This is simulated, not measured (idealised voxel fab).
The following is a process module called voxel self aligned vias.
Square cells of 5 nm make up the cross-section cut, whose width is 185 nm.
Format of a cross-section: grid, square cells. Given as bands. Order: top down. Band: one or more rows of cells. Top height, bottom height, nm. Materials left to right, width each, nm. Single material + "full width" = fills band edge to edge. "air" = empty. It should be noted that heights are counted from 0, beneath which the wafer as supplied is of one material throughout, and that the lowest band possesses no lower boundary but continues downward, as written in "0 and below". Top row gets the first number, bottom row gets the second, and each row in between changes by the same step: that is how a band width like "30->40" works. No cell of the cross-section changed in a step that is given as "no modification". Empty spaces without an open route to the top, at least 8 cells in extent, make up the entry "Sealed internal cavities"; each is given as width x height at distance, where the distance is measured from the left edge, and all are in nm. Where a step's line continues beyond its settings, the continuation is a remark by the simulator itself on that step. The "overlay nm" setting may appear on a step's line; for a step that uses a mask, it gives how far to the right of its planned position the mask lay, and a negative value indicates the left.
Intended process steps:
| 1 | RECEIVE,material Si |
| 2 | CONFORMAL_DEP,material SiO2,thk nm 15 |
| 3 | CONFORMAL_DEP,material SiCN,thk nm 5 |
| 4 | DIRECTIONAL_DEP,material SiO2,thk nm 20 |
| 5 | DIRECTIONAL_DEP,material aC,thk nm 15 |
| 6 | PATTERN,tone open,mask id LINES,material resist,width nm 20,pitch nm 70,thk nm 35,overlay nm 0 |
| 7 | DIRECTIONAL_ETCH,etch materials aC,depth nm 15 |
| 8 | STRIP,etch materials resist |
| 9 | DIRECTIONAL_ETCH,etch materials SiO2,depth nm 20 |
| 10 | STRIP,etch materials aC |
| 11 | CONFORMAL_DEP,material TiN,thk nm 5 |
| 12 | FILL_DEP,material W,thk nm 5 |
| 13 | CMP,height nm 40 |
| 14 | SELECTIVE_ETCH,etch materials W Ru TiN,depth nm 5 |
| 15 | FILL_DEP,material SiN,thk nm 5 |
| 16 | CMP,height nm 40 |
| 17 | DIRECTIONAL_DEP,material SiO2,thk nm 20 |
| 18 | DIRECTIONAL_DEP,material aC,thk nm 15 |
| 19 | PATTERN,tone open,mask id VIAS,material resist,width nm 40,thk nm 30,overlay nm 0 |
| 20 | DIRECTIONAL_ETCH,etch materials aC,depth nm 15 |
| 21 | STRIP,etch materials resist |
| 22 | DIRECTIONAL_ETCH,etch materials SiO2,depth nm 20 |
| 23 | DIRECTIONAL_ETCH,etch materials SiN,depth nm 5 |
| 24 | STRIP,etch materials aC |
| 25 | CONFORMAL_DEP,material TiN,thk nm 5 |
| 26 | FILL_DEP,material Cu,thk nm 5 |
| 27 | CMP,height nm 60 |
| 28 | CONFORMAL_DEP,material SiCN,thk nm 5 |
Cross-section of the wafer upon arrival, representing the state reached after step 1:
	0 and below  Si full width
	Sealed internal cavities: none
First of two wafers at the end of the module, shown in cross-section; run carried out as planned:
	65 down to 60  SiCN full width
	60 down to 45  SiO2=35; TiN=5; Cu=30; TiN=5; SiO2=110
	45 down to 40  SiO2=35; TiN=15; Cu=10; TiN=15; SiO2=110
	40 down to 35  SiO2=45; TiN=20; SiO2=50; SiN=20; SiO2=50
	35 down to 25  SiO2=45; TiN=5; W=10; TiN=5; SiO2=50; TiN=5; W=10; TiN=5; SiO2=50
	25 down to 20  SiO2=45; TiN=20; SiO2=50; TiN=20; SiO2=50
	20 down to 15  SiCN full width
	15 down to 0  SiO2 full width
	0 and below  Si full width
	Sealed internal cavities: none
Wafer two, sectioned after the module: the first wafer's start, the first wafer's plan, and one mistake in how it was run:
	65 down to 60  SiCN full width
	60 down to 45  SiO2=35; TiN=5; Cu=30; TiN=5; SiO2=110
	45 down to 40  SiO2=35; TiN=15; Cu=10; TiN=15; SiO2=110
	40 down to 35  SiO2=45; TiN=20; SiO2=50; SiN=20; SiO2=50
	35 down to 30  SiCN full width
	30 down to 0  SiO2 full width
	0 and below  Si full width
	Sealed internal cavities: none
Deviation from plan: step 2 of the plan was twice carried out
At the finish, the second wafer shows more or fewer cells for some materials than the first does: 24 more of SiO2, 16 fewer of TiN, 8 fewer of W
